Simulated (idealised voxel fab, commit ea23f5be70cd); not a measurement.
Process module heading - voxel released beams
Displayed cross-section: cut, width of 225 nm, square cells sized 5 nm.
Throughout this document, each cross-section is represented as a grid of square cells and is presented as a sequence of bands enumerated from the top downward, where a band comprises one or more rows of cells. This entry defines a band. It first specifies the height of the band's top and the height of its bottom in nm, and then specifies the band's materials from left to right, stating each material with its width in nm. The word "edge to edge" identifies a single material that fills the band from edge to edge, while the word "air" identifies empty space. Heights are reckoned from 0. Under this level, the received wafer is all of one material. The bottommost band is open-ended downward, for example "0 down". Width spec "30 to 40" -> top row of cells at first value, bottom row at second value, equal per-row change in between. Key: "left unchanged" - step with no changed cell in the cross-section. Under "Closed cavity list" you'll find the enclosed gaps, the ones with no way out to the top, that are 8 cells or bigger; each reads width x height at distance, with distance counted from the left edge, everything in nm. The remark found on a step's line after its settings is issued by the simulator itself and pertains to that step. Regarding "overlay nm": on a step with a mask, it is the distance the mask lay to the right of its planned place; a negative value places it to the left.

## Planned step list for the process
1: RECEIVE,material Si
2: CONFORMAL_DEP,material Al2O3,thk nm 5
3: DIRECTIONAL_DEP,material SiO2,thk nm 20
4: MASKED_ETCH,tone open,mask id ANCHOR,width nm 40,etch materials SiO2,depth nm 20,overlay nm 0
5: CONFORMAL_DEP,material SiN,thk nm 15
6: MASKED_ETCH,tone cover,mask id BEAM,width nm 120,etch materials SiN,depth nm 15,overlay nm 0
7: STRIP,etch materials SiO2

## First of two wafers - as planned

## Received-state cross-section, reflecting completion of step 1
> 0 down | Si edge to edge
> Closed cavity list: none

## Cross-section of the wafer after step 2
> 5 to 0 | Al2O3 edge to edge
> Nothing below the height 0 has changed.

## Cross-section of the wafer after step 3
> 25 to 5 | SiO2 edge to edge
> Nothing below the height 5 has changed.

## Cross-section of the wafer after step 4
> 25 to 5 | 55 SiO2; 40 air; 130 SiO2
> Nothing below the height 5 has changed.

## Cross-section of the wafer after step 5
> 40 to 25 | 70 SiN; 10 air; 145 SiN
> 25 to 20 | 55 SiO2; 15 SiN; 10 air; 15 SiN; 130 SiO2
> 20 to 5 | 55 SiO2; 40 SiN; 130 SiO2
> Nothing below the height 5 has changed.

## Cross-section of the wafer after step 6
> 40 to 25 | 50 air; 20 SiN; 10 air; 90 SiN; 55 air
> Nothing below the height 25 has changed.

## Cross-section of the wafer after step 7
> 40 to 25 | 50 air; 20 SiN; 10 air; 90 SiN; 55 air
> 25 to 20 | 55 air; 15 SiN; 10 air; 15 SiN; 130 air
> 20 to 5 | 55 air; 40 SiN; 130 air
> Nothing below the height 5 has changed.

## Okay, second wafer. Nothing different at the start, nothing different in the plan, just one mistake somewhere in the running. As far as step 1, counting that step, it's the first wafer all over again

## Second wafer cross-section, taken as of the time the plan sets for step 2 to be done
> 20 to 0 | SiO2 edge to edge
> Nothing below the height 0 has changed.

## Second wafer cross-section, taken as of the time the plan sets for step 3 to be done
> 25 to 20 | Al2O3 edge to edge
> Nothing below the height 20 has changed.

Second wafer cross-section, taken as of the time the plan sets for step 4 to be done: left unchanged

## Second wafer cross-section, taken as of the time the plan sets for step 5 to be done
> 40 to 25 | SiN edge to edge
> Nothing below the height 25 has changed.

## Second wafer cross-section, taken as of the time the plan sets for step 6 to be done
> 40 to 25 | 50 air; 120 SiN; 55 air
> Nothing below the height 25 has changed.

Second wafer cross-section, taken as of the time the plan sets for step 7 to be done: left unchanged
So what did we get wrong on this run? so 2 and 3 got swapped relative to the plan, each ran where the other was supposed to
Final difference in cells, second wafer against first, listed per material as more or fewer: SiN: 24 fewer, SiO2: 180 more
